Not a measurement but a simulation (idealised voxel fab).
The document below concerns the process module designated voxel gate over fins.
Section shown: cut. Width: 265 nm. Cell size: 5 nm, square.
This document writes a cross-section as a grid whose cells are square, and gives it as bands, listed from the top down; one or more rows of cells form a band. Quick guide to a band line: top height, bottom height (nm) up front; then every material left to right with its width in nm. Only one material and it's marked "everywhere"? Then it fills the band edge to edge. And "air" just means empty space. Where do heights start? At 0: under that level the wafer as delivered is made of one material only. And the lowest band has no floor; it just carries on downward, as in "0 -> down". A width given as "30 to 40" starts at the first number in the band's top row and ends at the second number in its bottom row, shifting by an equal amount at every step from row to row. "changes: none" after a step means that no cell of the cross-section changed. Empty spaces counting at least 8 cells and having no open way to the top are listed in "Voids, fully enclosed". The notation width x height at distance is used for each, the distance being from the left edge and all three values in nm. If you see something after the settings on a step's line, that's the simulator's own remark about that step. overlay nm: on a step with a mask, how far right of its planned place the mask lay; negative means left.

[The steps planned for the process are as follows]
| 1 | RECEIVE, material Si |
| 2 | CONFORMAL_DEP, material SiN, thk nm 10 |
| 3 | DIRECTIONAL_DEP, material aC, thk nm 10 |
| 4 | PATTERN, tone cover, mask id FINS, material resist, width nm 15, pitch nm 50, thk nm 30, overlay nm 0 |
| 5 | DIRECTIONAL_ETCH, etch materials aC, depth nm 10 |
| 6 | STRIP, etch materials resist |
| 7 | DIRECTIONAL_ETCH, etch materials SiN, depth nm 10 |
| 8 | DIRECTIONAL_ETCH, etch materials Si, depth nm 40 |
| 9 | STRIP, etch materials aC |
| 10 | FILL_DEP, material SiO2, thk nm 15 |
| 11 | CMP, height nm 10 |
| 12 | PATTERN, tone open, mask id RAIL, material resist, width nm 15, thk nm 15, overlay nm 0 |
| 13 | DIRECTIONAL_ETCH, etch materials SiO2, depth nm 45 |
| 14 | STRIP, etch materials resist |
| 15 | CONFORMAL_DEP, material TiN, thk nm 5 |
| 16 | FILL_DEP, material W, thk nm 10 |
| 17 | CMP, height nm 10 |
| 18 | SELECTIVE_ETCH, etch materials W Ru TiN, depth nm 25 |
| 19 | FILL_DEP, material SiO2, thk nm 5 |
| 20 | CMP, height nm 10 |
| 21 | SELECTIVE_ETCH, etch materials SiO2, depth nm 20 |
| 22 | STRIP, etch materials SiN |
| 23 | CONFORMAL_DEP, material HfO2, thk nm 5 |
| 24 | CONFORMAL_DEP, material TiN, thk nm 5 |
| 25 | CONFORMAL_DEP, material TiAl, thk nm 5 |
| 26 | CONFORMAL_DEP, material TiN, thk nm 5 |
| 27 | FILL_DEP, material W, thk nm 10 |
| 28 | CMP, height nm 25 |
| 29 | CONFORMAL_DEP, material SiCN, thk nm 10 |

[The first wafer of two, processed as planned]

[Wafer as received: cross-section following step 1]
> 0 -> down  Si everywhere
> Voids, fully enclosed: none

[Cross-section of the wafer subsequent to step 2]
> 10 -> 0  SiN everywhere
> All layers under 0 are left as they were.

[Cross-section of the wafer subsequent to step 3]
> 20 -> 10  aC everywhere
> All layers under 10 are left as they were.

[Cross-section of the wafer subsequent to step 4]
> 50 -> 20  100 nm air, then 15 nm resist, then 35 nm air, then 15 nm resist, then 100 nm air
> All layers under 20 are left as they were.

[Cross-section of the wafer subsequent to step 5]
> 40 -> 20  100 nm air, then 15 nm resist, then 35 nm air, then 15 nm resist, then 100 nm air
> 20 -> 10  100 nm air, then 15 nm aC, then 35 nm air, then 15 nm aC, then 100 nm air
> All layers under 10 are left as they were.

[Cross-section of the wafer subsequent to step 6]
> 20 -> 10  100 nm air, then 15 nm aC, then 35 nm air, then 15 nm aC, then 100 nm air
> All layers under 10 are left as they were.

[Cross-section of the wafer subsequent to step 7]
> 20 -> 10  100 nm air, then 15 nm aC, then 35 nm air, then 15 nm aC, then 100 nm air
> 10 -> 0  100 nm air, then 15 nm SiN, then 35 nm air, then 15 nm SiN, then 100 nm air
> All layers under 0 are left as they were.

[Cross-section of the wafer subsequent to step 8]
> 20 -> 10  100 nm air, then 15 nm aC, then 35 nm air, then 15 nm aC, then 100 nm air
> 10 -> 0  100 nm air, then 15 nm SiN, then 35 nm air, then 15 nm SiN, then 100 nm air
> 0 -> -40  100 nm air, then 15 nm Si, then 35 nm air, then 15 nm Si, then 100 nm air
> All layers under -40 are left as they were.

[Cross-section of the wafer subsequent to step 9]
> 10 -> 0  100 nm air, then 15 nm SiN, then 35 nm air, then 15 nm SiN, then 100 nm air
> All layers under 0 are left as they were.

[Cross-section of the wafer subsequent to step 10]
> 25 -> 10  SiO2 everywhere
> 10 -> 0  100 nm SiO2, then 15 nm SiN, then 35 nm SiO2, then 15 nm SiN, then 100 nm SiO2
> 0 -> -40  100 nm SiO2, then 15 nm Si, then 35 nm SiO2, then 15 nm Si, then 100 nm SiO2
> All layers under -40 are left as they were.

[Cross-section of the wafer subsequent to step 11]
> 10 -> 0  100 nm SiO2, then 15 nm SiN, then 35 nm SiO2, then 15 nm SiN, then 100 nm SiO2
> All layers under 0 are left as they were.

[Cross-section of the wafer subsequent to step 12]
> 25 -> 10  125 nm resist, then 15 nm air, then 125 nm resist
> All layers under 10 are left as they were.

[Cross-section of the wafer subsequent to step 13]
> 25 -> 10  125 nm resist, then 15 nm air, then 125 nm resist
> 10 -> 0  100 nm SiO2, then 15 nm SiN, then 10 nm SiO2, then 15 nm air, then 10 nm SiO2, then 15 nm SiN, then 100 nm SiO2
> 0 -> -35  100 nm SiO2, then 15 nm Si, then 10 nm SiO2, then 15 nm air, then 10 nm SiO2, then 15 nm Si, then 100 nm SiO2
> All layers under -35 are left as they were.

[Cross-section of the wafer subsequent to step 14]
> 10 -> 0  100 nm SiO2, then 15 nm SiN, then 10 nm SiO2, then 15 nm air, then 10 nm SiO2, then 15 nm SiN, then 100 nm SiO2
> All layers under 0 are left as they were.

[Cross-section of the wafer subsequent to step 15]
> 15 -> 10  130 nm TiN, then 5 nm air, then 130 nm TiN
> 10 -> 0  100 nm SiO2, then 15 nm SiN, then 10 nm SiO2, then 5 nm TiN, then 5 nm air, then 5 nm TiN, then 10 nm SiO2, then 15 nm SiN, then 100 nm SiO2
> 0 -> -30  100 nm SiO2, then 15 nm Si, then 10 nm SiO2, then 5 nm TiN, then 5 nm air, then 5 nm TiN, then 10 nm SiO2, then 15 nm Si, then 100 nm SiO2
> -30 -> -35  100 nm SiO2, then 15 nm Si, then 10 nm SiO2, then 15 nm TiN, then 10 nm SiO2, then 15 nm Si, then 100 nm SiO2
> All layers under -35 are left as they were.

[Cross-section of the wafer subsequent to step 16]
> 25 -> 15  W everywhere
> 15 -> 10  130 nm TiN, then 5 nm W, then 130 nm TiN
> 10 -> 0  100 nm SiO2, then 15 nm SiN, then 10 nm SiO2, then 5 nm TiN, then 5 nm W, then 5 nm TiN, then 10 nm SiO2, then 15 nm SiN, then 100 nm SiO2
> 0 -> -30  100 nm SiO2, then 15 nm Si, then 10 nm SiO2, then 5 nm TiN, then 5 nm W, then 5 nm TiN, then 10 nm SiO2, then 15 nm Si, then 100 nm SiO2
> All layers under -30 are left as they were.

[Cross-section of the wafer subsequent to step 17]
> 10 -> 0  100 nm SiO2, then 15 nm SiN, then 10 nm SiO2, then 5 nm TiN, then 5 nm W, then 5 nm TiN, then 10 nm SiO2, then 15 nm SiN, then 100 nm SiO2
> All layers under 0 are left as they were.

[Cross-section of the wafer subsequent to step 18]
> 10 -> 0  100 nm SiO2, then 15 nm SiN, then 10 nm SiO2, then 15 nm air, then 10 nm SiO2, then 15 nm SiN, then 100 nm SiO2
> 0 -> -15  100 nm SiO2, then 15 nm Si, then 10 nm SiO2, then 15 nm air, then 10 nm SiO2, then 15 nm Si, then 100 nm SiO2
> All layers under -15 are left as they were.

[Cross-section of the wafer subsequent to step 19]
> 15 -> 10  SiO2 everywhere
> 10 -> 0  100 nm SiO2, then 15 nm SiN, then 35 nm SiO2, then 15 nm SiN, then 100 nm SiO2
> 0 -> -15  100 nm SiO2, then 15 nm Si, then 35 nm SiO2, then 15 nm Si, then 100 nm SiO2
> All layers under -15 are left as they were.

[Cross-section of the wafer subsequent to step 20]
> 10 -> 0  100 nm SiO2, then 15 nm SiN, then 35 nm SiO2, then 15 nm SiN, then 100 nm SiO2
> All layers under 0 are left as they were.

[Cross-section of the wafer subsequent to step 21]
> 10 -> 0  100 nm air, then 15 nm SiN, then 35 nm air, then 15 nm SiN, then 100 nm air
> 0 -> -10  100 nm air, then 15 nm Si, then 35 nm air, then 15 nm Si, then 100 nm air
> All layers under -10 are left as they were.

[Cross-section of the wafer subsequent to step 22]
> 0 -> -10  100 nm air, then 15 nm Si, then 35 nm air, then 15 nm Si, then 100 nm air
> All layers under -10 are left as they were.

[Cross-section of the wafer subsequent to step 23]
> 5 -> 0  95 nm air, then 25 nm HfO2, then 25 nm air, then 25 nm HfO2, then 95 nm air
> 0 -> -5  95 nm air, then 5 nm HfO2, then 15 nm Si, then 5 nm HfO2, then 25 nm air, then 5 nm HfO2, then 15 nm Si, then 5 nm HfO2, then 95 nm air
> -5 -> -10  100 nm HfO2, then 15 nm Si, then 35 nm HfO2, then 15 nm Si, then 100 nm HfO2
> All layers under -10 are left as they were.

[Cross-section of the wafer subsequent to step 24]
> 10 -> 5  90 nm air, then 35 nm TiN, then 15 nm air, then 35 nm TiN, then 90 nm air
> 5 -> 0  90 nm air, then 5 nm TiN, then 25 nm HfO2, then 5 nm TiN, then 15 nm air, then 5 nm TiN, then 25 nm HfO2, then 5 nm TiN, then 90 nm air
> 0 -> -5  95 nm TiN, then 5 nm HfO2, then 15 nm Si, then 5 nm HfO2, then 25 nm TiN, then 5 nm HfO2, then 15 nm Si, then 5 nm HfO2, then 95 nm TiN
> All layers under -5 are left as they were.

[Cross-section of the wafer subsequent to step 25]
> 15 -> 10  85 nm air, then 45 nm TiAl, then 5 nm air, then 45 nm TiAl, then 85 nm air
> 10 -> 5  85 nm air, then 5 nm TiAl, then 35 nm TiN, then 5 nm TiAl, then 5 nm air, then 5 nm TiAl, then 35 nm TiN, then 5 nm TiAl, then 85 nm air
> 5 -> 0  90 nm TiAl, then 5 nm TiN, then 25 nm HfO2, then 5 nm TiN, then 15 nm TiAl, then 5 nm TiN, then 25 nm HfO2, then 5 nm TiN, then 90 nm TiAl
> All layers under 0 are left as they were.

[Cross-section of the wafer subsequent to step 26]
> 20 -> 15  80 nm air, then 105 nm TiN, then 80 nm air
> 15 -> 10  80 nm air, then 5 nm TiN, then 45 nm TiAl, then 5 nm TiN, then 45 nm TiAl, then 5 nm TiN, then 80 nm air
> 10 -> 5  85 nm TiN, then 5 nm TiAl, then 35 nm TiN, then 5 nm TiAl, then 5 nm TiN, then 5 nm TiAl, then 35 nm TiN, then 5 nm TiAl, then 85 nm TiN
> All layers under 5 are left as they were.

[Cross-section of the wafer subsequent to step 27]
> 30 -> 20  W everywhere
> 20 -> 15  80 nm W, then 105 nm TiN, then 80 nm W
> 15 -> 10  80 nm W, then 5 nm TiN, then 45 nm TiAl, then 5 nm TiN, then 45 nm TiAl, then 5 nm TiN, then 80 nm W
> All layers under 10 are left as they were.

[Cross-section of the wafer subsequent to step 28]
> 25 -> 20  W everywhere
> All layers under 20 are left as they were.

[Cross-section of the wafer subsequent to step 29]
> 35 -> 25  SiCN everywhere
> All layers under 25 are left as they were.

[second wafer: like start, like plan, one mistake. Through step 25 it matches the first wafer]

[Second wafer, cut view, end of step 26 per plan]
> 20 -> 15  80 nm air, then 105 nm SiO2, then 80 nm air
> 15 -> 10  80 nm air, then 5 nm SiO2, then 45 nm TiAl, then 5 nm SiO2, then 45 nm TiAl, then 5 nm SiO2, then 80 nm air
> 10 -> 5  85 nm SiO2, then 5 nm TiAl, then 35 nm TiN, then 5 nm TiAl, then 5 nm SiO2, then 5 nm TiAl, then 35 nm TiN, then 5 nm TiAl, then 85 nm SiO2
> All layers under 5 are left as they were.

[Second wafer, cut view, end of step 27 per plan]
> 30 -> 20  W everywhere
> 20 -> 15  80 nm W, then 105 nm SiO2, then 80 nm W
> 15 -> 10  80 nm W, then 5 nm SiO2, then 45 nm TiAl, then 5 nm SiO2, then 45 nm TiAl, then 5 nm SiO2, then 80 nm W
> All layers under 10 are left as they were.

[Second wafer, cut view, end of step 28 per plan]
> 25 -> 20  W everywhere
> All layers under 20 are left as they were.

[Second wafer, cut view, end of step 29 per plan]
> 35 -> 25  SiCN everywhere
> All layers under 25 are left as they were.
Deviation noted in wafer processing: so step 26 ended up running with a different setting than we planned, it ran as CONFORMAL_DEP, material SiO2, thk nm 5
Counted in cells at the end, the second wafer holds more or fewer of these materials than the first: SiO2 +59, TiN -59
